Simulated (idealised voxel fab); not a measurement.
voxel lift off: a process module
Xsec cut, 245 nm wide, square cell size 5 nm.
A cross-section in this document is a grid of square cells, and it is written down as bands, the top band listed before the ones below it; a band is made up of one or more rows of cells. Read a band's entry like this: the first values are the height of its top and the height of its bottom in nm, and what follows is the sequence of materials from left to right, each with its width in nm. Note that "empty" is empty space, and that a single material marked "full width" reaches across the band from edge to edge. Where do heights start? At 0: under that level the wafer as delivered is made of one material only. And the lowest band has no floor; it just carries on downward, as in "0 down". Read "30..40" as a graded width: first number on top, second number at the bottom, same change between each pair of neighbouring rows. For the purposes of this document, the phrase "no alterations made" attached to a step denotes that no cell within the cross-section was modified by that step. "Cavities, closed": sealed empty spaces, 8 cells or more, no open way to top, listed width x height at distance, with distance from the left edge and width, height and distance in nm. Step line, after settings: the simulator's comment on this step. "overlay nm" on a masked step: distance the mask lay right of its planned place, negative for left.

[Process steps - plan]
1 RECEIVE | material Si
2 CONFORMAL_DEP | material Al2O3 | thk nm 5
3 PATTERN | tone open | mask id LINES | material resist | width nm 25 | pitch nm 45 | thk nm 20 | overlay nm 0
4 DIRECTIONAL_DEP | material Ru | thk nm 5
5 STRIP | etch materials resist
6 CONFORMAL_DEP | material SiO2 | thk nm 5
The plan's step 6 thk nm is the first wafer's value; the wafers differ in this setting and start identical.

[First wafer of several, as received: cross-section after step 1]
    0 down | Si full width
    Cavities, closed: none

[What follows is a table in which each wafer occupies a row; for the wafer as it stands at the close of the module, the row states, material by material, how many cells have been gained (+) or lost (-) since receipt, and then gives its closed voids]
thk nm 5 | +49 Al2O3 | +20 Ru | +57 SiO2 | Cavities, closed: none
thk nm 10 | +49 Al2O3 | +20 Ru | +114 SiO2 | Cavities, closed: none
thk nm 15 | +49 Al2O3 | +20 Ru | +165 SiO2 | Cavities, closed: none
thk nm 20 | +49 Al2O3 | +20 Ru | +216 SiO2 | Cavities, closed: none
thk nm 25 | +49 Al2O3 | +20 Ru | +267 SiO2 | Cavities, closed: none
